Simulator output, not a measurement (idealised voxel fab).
Process module, titled voxel tone inversion
We display cut, a cross-section 295 nm in width whose square cells are each 5 nm.
The cross-sections in this document take the form of a grid made of square cells. They are written out as bands, in order from top to bottom. Each band consists of one or more rows of cells.
Look at the band entry: it leads with the top's height and the bottom's height in nm. Then it lists the materials left to right, with a width in nm for each. The word "everywhere" on a single material says that material fills the band edge to edge. The word "empty" is empty space.
Heights are measured from 0, the level below which the as-received wafer is all one material; the lowest band has no bottom and continues downward, written as in "z 0 and below".
A width given as "30->40" starts at the first number in the band's top row and ends at the second number in its bottom row, shifting by an equal amount at every step from row to row.
The cross-section has no changed cell in any step marked "no modification".
Heads up: "Closed internal voids" only lists the empty pockets with no open path to the top that are 8 cells or more, and it writes them as width x height at distance, distance from the left edge, in nm.
It should be noted that, on the line of a given step, the content following the step's settings is a remark produced by the simulator itself with respect to that step.
overlay nm: where the mask lay relative to plan, measured to the right, on steps with a mask; negatives go left.
# Process steps - plan
- 1: RECEIVE, material Si
- 2: CONFORMAL_DEP, material SiCN, thk nm 5
- 3: DIRECTIONAL_DEP, material aC, thk nm 25
- 4: PATTERN, tone cover, mask id POSTS, material resist, width nm 25, pitch nm 40, thk nm 35, overlay nm 0
- 5: DIRECTIONAL_ETCH, etch materials aC, depth nm 25
- 6: STRIP, etch materials resist
- 7: FILL_DEP, material lowk, thk nm 5
- 8: CMP, height nm 30
- 9: STRIP, etch materials aC
# Shown in cross-section is the wafer as received, that is, as it stands after step 1
  z 0 and below  Si everywhere
  Closed internal voids: none
# Cross-section at module end, one run error; start and plan unchanged from above
  z 30 to 5  70 nm lowk; 25 nm empty; 15 nm lowk; 25 nm empty; 15 nm lowk; 25 nm empty; 15 nm lowk; 25 nm empty; 80 nm lowk
  z 5 to 0  SiCN everywhere
  z 0 and below  Si everywhere
  Closed internal voids: none
Which mistake was made when the wafer was run? step 4 off recipe, ran as PATTERN, tone cover, mask id POSTS, material resist, width nm 25, pitch nm 40, thk nm 35, overlay nm -5
